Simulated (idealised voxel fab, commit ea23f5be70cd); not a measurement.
Process module heading - voxel released beams
The cross-section shown here is cut; it is 145 nm wide and divided into square cells measuring 5 nm on a side.
A cross-section in this document is a grid of square cells, and it is written down as bands, the top band listed before the ones below it; a band is made up of one or more rows of cells.
Heights first: top, then bottom, in nm. Then materials, left to right, each with a width in nm. "throughout" on a single material: fills the band edge to edge. "air": empty space.
It should be noted that heights are counted from 0, beneath which the wafer as supplied is of one material throughout, and that the lowest band possesses no lower boundary but continues downward, as written in "top 0, no bottom".
So if you see something like "30..40" for the width, read it as the top row of the band sitting at the first number and the bottom row at the second, with every row in between moving by the same amount as the last.
A step reported as "changes: none" is a step in which no cell of the cross-section changed.
Voids not open to the top, 8 cells minimum: see "Voids, sealed". Written width x height at distance; distance is from the left edge; nm.
Read whatever lies past the settings on a step's line as the simulator's own remark about the step.
Each step line may optionally specify "overlay nm", which for a step with a mask gives the rightward distance between the mask's planned place and where it lay, a negative value indicating the leftward direction.

## The process steps that were planned are listed below
- 1: RECEIVE (material Si)
- 2: CONFORMAL_DEP (material Al2O3; thk nm 5)
- 3: DIRECTIONAL_DEP (material SiO2; thk nm 20)
- 4: DIRECTIONAL_DEP (material aC; thk nm 10)
- 5: PATTERN (tone open; mask id ANCHOR; material resist; width nm 25; thk nm 30; overlay nm 0)
- 6: DIRECTIONAL_ETCH (etch materials aC; depth nm 10)
- 7: STRIP (etch materials resist)
- 8: DIRECTIONAL_ETCH (etch materials SiO2; depth nm 20)
- 9: STRIP (etch materials aC)
- 10: CONFORMAL_DEP (material polySi; thk nm 10)
- 11: DIRECTIONAL_DEP (material aC; thk nm 15)
- 12: PATTERN (tone cover; mask id BEAM; material resist; width nm 80; thk nm 30; overlay nm 0)
- 13: DIRECTIONAL_ETCH (etch materials aC; depth nm 15)
- 14: STRIP (etch materials resist)
- 15: DIRECTIONAL_ETCH (etch materials polySi; depth nm 10)
- 16: STRIP (etch materials aC)
- 17: STRIP (etch materials SiO2)

## On the first of the two wafers: run conducted according to plan

## Wafer cross-section on receipt, i.e. after step 1
  top 0, no bottom | Si throughout
  Voids, sealed: none

## The following cross-section depicts the wafer upon completion of step 2
  top 5, bottom 0 | Al2O3 throughout
  Whatever lies below 0 is exactly as it was before.

## The following cross-section depicts the wafer upon completion of step 3
  top 25, bottom 5 | SiO2 throughout
  Whatever lies below 5 is exactly as it was before.

## The following cross-section depicts the wafer upon completion of step 4
  top 35, bottom 25 | aC throughout
  Whatever lies below 25 is exactly as it was before.

## The following cross-section depicts the wafer upon completion of step 5
  top 65, bottom 35 | resist 35 nm / air 25 nm / resist 85 nm
  Whatever lies below 35 is exactly as it was before.

## The following cross-section depicts the wafer upon completion of step 6
  top 55, bottom 35 | resist 35 nm / air 25 nm / resist 85 nm
  top 35, bottom 25 | aC 35 nm / air 25 nm / aC 85 nm
  Whatever lies below 25 is exactly as it was before.

## The following cross-section depicts the wafer upon completion of step 7
  top 35, bottom 25 | aC 35 nm / air 25 nm / aC 85 nm
  Whatever lies below 25 is exactly as it was before.

## The following cross-section depicts the wafer upon completion of step 8
  top 35, bottom 25 | aC 35 nm / air 25 nm / aC 85 nm
  top 25, bottom 5 | SiO2 35 nm / air 25 nm / SiO2 85 nm
  Whatever lies below 5 is exactly as it was before.

## The following cross-section depicts the wafer upon completion of step 9
  top 25, bottom 5 | SiO2 35 nm / air 25 nm / SiO2 85 nm
  Whatever lies below 5 is exactly as it was before.

## The following cross-section depicts the wafer upon completion of step 10
  top 35, bottom 25 | polySi 45 nm / air 5 nm / polySi 95 nm
  top 25, bottom 15 | SiO2 35 nm / polySi 10 nm / air 5 nm / polySi 10 nm / SiO2 85 nm
  top 15, bottom 5 | SiO2 35 nm / polySi 25 nm / SiO2 85 nm
  Whatever lies below 5 is exactly as it was before.

## The following cross-section depicts the wafer upon completion of step 11
  top 50, bottom 35 | aC 45 nm / air 5 nm / aC 95 nm
  top 35, bottom 30 | polySi 45 nm / air 5 nm / polySi 95 nm
  top 30, bottom 25 | polySi 45 nm / aC 5 nm / polySi 95 nm
  top 25, bottom 15 | SiO2 35 nm / polySi 10 nm / aC 5 nm / polySi 10 nm / SiO2 85 nm
  Whatever lies below 15 is exactly as it was before.

## The following cross-section depicts the wafer upon completion of step 12
  top 80, bottom 50 | air 30 nm / resist 80 nm / air 35 nm
  top 50, bottom 35 | aC 45 nm / resist 5 nm / aC 95 nm
  top 35, bottom 30 | polySi 45 nm / resist 5 nm / polySi 95 nm
  Whatever lies below 30 is exactly as it was before.

## The following cross-section depicts the wafer upon completion of step 13
  top 65, bottom 50 | air 30 nm / resist 80 nm / air 35 nm
  top 50, bottom 35 | air 30 nm / aC 15 nm / resist 5 nm / aC 60 nm / air 35 nm
  Whatever lies below 35 is exactly as it was before.

## The following cross-section depicts the wafer upon completion of step 14
  top 50, bottom 35 | air 30 nm / aC 15 nm / air 5 nm / aC 60 nm / air 35 nm
  top 35, bottom 30 | polySi 45 nm / air 5 nm / polySi 95 nm
  Whatever lies below 30 is exactly as it was before.

## The following cross-section depicts the wafer upon completion of step 15
  top 50, bottom 35 | air 30 nm / aC 15 nm / air 5 nm / aC 60 nm / air 35 nm
  top 35, bottom 30 | air 30 nm / polySi 15 nm / air 5 nm / polySi 60 nm / air 35 nm
  top 30, bottom 25 | air 30 nm / polySi 15 nm / aC 5 nm / polySi 60 nm / air 35 nm
  Whatever lies below 25 is exactly as it was before.

## The following cross-section depicts the wafer upon completion of step 16
  top 35, bottom 25 | air 30 nm / polySi 15 nm / air 5 nm / polySi 60 nm / air 35 nm
  top 25, bottom 15 | SiO2 35 nm / polySi 10 nm / air 5 nm / polySi 10 nm / SiO2 85 nm
  Whatever lies below 15 is exactly as it was before.

## The following cross-section depicts the wafer upon completion of step 17
  top 35, bottom 25 | air 30 nm / polySi 15 nm / air 5 nm / polySi 60 nm / air 35 nm
  top 25, bottom 15 | air 35 nm / polySi 10 nm / air 5 nm / polySi 10 nm / air 85 nm
  top 15, bottom 5 | air 35 nm / polySi 25 nm / air 85 nm
  Whatever lies below 5 is exactly as it was before.

## Now the other wafer: same start, same recipe, but we messed up one thing when running it. Up to and including step 4 it's the same as the first one

## Second wafer: cross-section at the scheduled end of step 5
  top 65, bottom 35 | air 35 nm / resist 25 nm / air 85 nm
  Whatever lies below 35 is exactly as it was before.

## Second wafer: cross-section at the scheduled end of step 6
  top 55, bottom 35 | air 35 nm / resist 25 nm / air 85 nm
  top 35, bottom 25 | air 35 nm / aC 25 nm / air 85 nm
  Whatever lies below 25 is exactly as it was before.

## Second wafer: cross-section at the scheduled end of step 7
  top 35, bottom 25 | air 35 nm / aC 25 nm / air 85 nm
  Whatever lies below 25 is exactly as it was before.

## Second wafer: cross-section at the scheduled end of step 8
  top 35, bottom 25 | air 35 nm / aC 25 nm / air 85 nm
  top 25, bottom 5 | air 35 nm / SiO2 25 nm / air 85 nm
  Whatever lies below 5 is exactly as it was before.

## Second wafer: cross-section at the scheduled end of step 9
  top 25, bottom 5 | air 35 nm / SiO2 25 nm / air 85 nm
  Whatever lies below 5 is exactly as it was before.

## Second wafer: cross-section at the scheduled end of step 10
  top 35, bottom 25 | air 25 nm / polySi 45 nm / air 75 nm
  top 25, bottom 15 | air 25 nm / polySi 10 nm / SiO2 25 nm / polySi 10 nm / air 75 nm
  top 15, bottom 5 | polySi 35 nm / SiO2 25 nm / polySi 85 nm
  Whatever lies below 5 is exactly as it was before.

## Second wafer: cross-section at the scheduled end of step 11
  top 50, bottom 35 | air 25 nm / aC 45 nm / air 75 nm
  top 35, bottom 30 | air 25 nm / polySi 45 nm / air 75 nm
  top 30, bottom 25 | aC 25 nm / polySi 45 nm / aC 75 nm
  top 25, bottom 15 | aC 25 nm / polySi 10 nm / SiO2 25 nm / polySi 10 nm / aC 75 nm
  Whatever lies below 15 is exactly as it was before.

## Second wafer: cross-section at the scheduled end of step 12
  top 80, bottom 50 | air 30 nm / resist 80 nm / air 35 nm
  top 50, bottom 35 | air 25 nm / aC 45 nm / resist 40 nm / air 35 nm
  top 35, bottom 30 | air 25 nm / polySi 45 nm / resist 40 nm / air 35 nm
  Whatever lies below 30 is exactly as it was before.

## Second wafer: cross-section at the scheduled end of step 13
  top 65, bottom 50 | air 30 nm / resist 80 nm / air 35 nm
  top 50, bottom 35 | air 30 nm / aC 40 nm / resist 40 nm / air 35 nm
  top 35, bottom 30 | air 25 nm / polySi 45 nm / resist 40 nm / air 35 nm
  top 30, bottom 25 | air 25 nm / polySi 45 nm / aC 40 nm / air 35 nm
  top 25, bottom 15 | air 25 nm / polySi 10 nm / SiO2 25 nm / polySi 10 nm / aC 40 nm / air 35 nm
  Whatever lies below 15 is exactly as it was before.

## Second wafer: cross-section at the scheduled end of step 14
  top 50, bottom 35 | air 30 nm / aC 40 nm / air 75 nm
  top 35, bottom 30 | air 25 nm / polySi 45 nm / air 75 nm
  Whatever lies below 30 is exactly as it was before.

## Second wafer: cross-section at the scheduled end of step 15
  top 50, bottom 35 | air 30 nm / aC 40 nm / air 75 nm
  top 35, bottom 30 | air 30 nm / polySi 40 nm / air 75 nm
  top 30, bottom 25 | air 30 nm / polySi 40 nm / aC 40 nm / air 35 nm
  top 25, bottom 15 | air 25 nm / polySi 10 nm / SiO2 25 nm / polySi 10 nm / aC 40 nm / air 35 nm
  top 15, bottom 5 | air 25 nm / polySi 10 nm / SiO2 25 nm / polySi 50 nm / air 35 nm
  Whatever lies below 5 is exactly as it was before.

## Second wafer: cross-section at the scheduled end of step 16
  top 35, bottom 25 | air 30 nm / polySi 40 nm / air 75 nm
  top 25, bottom 15 | air 25 nm / polySi 10 nm / SiO2 25 nm / polySi 10 nm / air 75 nm
  Whatever lies below 15 is exactly as it was before.

Second wafer: cross-section at the scheduled end of step 17: changes: none
Which mistake was made when the wafer was run? step 5: run off-plan, actual operation and settings PATTERN (tone cover; mask id ANCHOR; material resist; width nm 25; thk nm 30; overlay nm 0)
In the final state, the cell counts of the second wafer exceed or fall short of those of the first for the following materials: SiO2 +20
